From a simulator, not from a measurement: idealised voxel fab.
Process module name: voxel ribs on slabs
Each square cell in cross-section cut measures 5 nm, and the section as a whole is 260 nm wide.
Bands, listed from the top down, are how a cross-section gets written in this document; the cross-section itself is a grid of square cells, and a band is one or more rows of them.
It is stipulated that each band's entry specify, in nanometres, the height of the top of the band and then that of its bottom, followed by the materials of the band in left-to-right sequence, each together with its width in nanometres. A single material marked by the word "throughout" is understood to fill the band from edge to edge; the word "air" is understood to denote empty space.
Measure heights from 0. That's the level where, below it, the as-received wafer is all one material. The lowest band is bottomless and extends downward; write it as in "0 and below".
Width spec "30 to 40" -> top row of cells at first value, bottom row at second value, equal per-row change in between.
Key: "left unchanged" - step with no changed cell in the cross-section.
"Sealed void list" lists enclosed empty spaces (at least 8 cells, no open path upward to the top), each as width x height at distance from the left edge, in nm.
Formally, on a step line, whatever follows the settings is a remark that the simulator itself makes on the step.
overlay nm: step with mask; distance mask lay right of planned place; negative value = left of planned place.
These are the steps we planned for the process
1 RECEIVE, material Si
2 DIRECTIONAL_DEP, material SiO2, thk nm 30
3 DIRECTIONAL_DEP, material SiN, thk nm 20
4 DIRECTIONAL_DEP, material aC, thk nm 10
5 PATTERN, tone cover, mask id RIB, material resist, width nm 20, thk nm 25, overlay nm 0
6 DIRECTIONAL_ETCH, etch materials aC, depth nm 10
7 STRIP, etch materials resist
8 DIRECTIONAL_ETCH, etch materials SiN, depth nm 5
9 STRIP, etch materials aC
10 PATTERN, tone cover, mask id SLAB, material resist, width nm 70, thk nm 15, overlay nm 0
11 DIRECTIONAL_ETCH, etch materials SiN, depth nm 15
12 STRIP, etch materials resist
13 FILL_DEP, material SiO2, thk nm 30
14 CMP, height nm 70
15 DIRECTIONAL_DEP, material TiN, thk nm 5
16 MASKED_ETCH, tone cover, mask id HEATER, width nm 30, etch materials TiN, depth nm 5, overlay nm 0
17 CONFORMAL_DEP, material SiO2, thk nm 5
The cross-section here shows the wafer as received, i.e. in its state after step 1
0 and below  Si throughout
Sealed void list: none
Cross-sectional result after module completion. Note: starting condition and plan are unchanged from above; one processing mistake was made
80 down to 75  air 110 | SiO2 40 | air 110
75 down to 70  SiO2 115 | TiN 30 | SiO2 115
70 down to 50  aC throughout
50 down to 45  aC 120 | SiN 20 | aC 120
45 down to 30  aC 95 | SiN 70 | aC 95
30 down to 0  SiO2 throughout
0 and below  Si throughout
Sealed void list: none
The mistake made against the process plan was this: step 13 ran as: FILL_DEP, material aC, thk nm 30
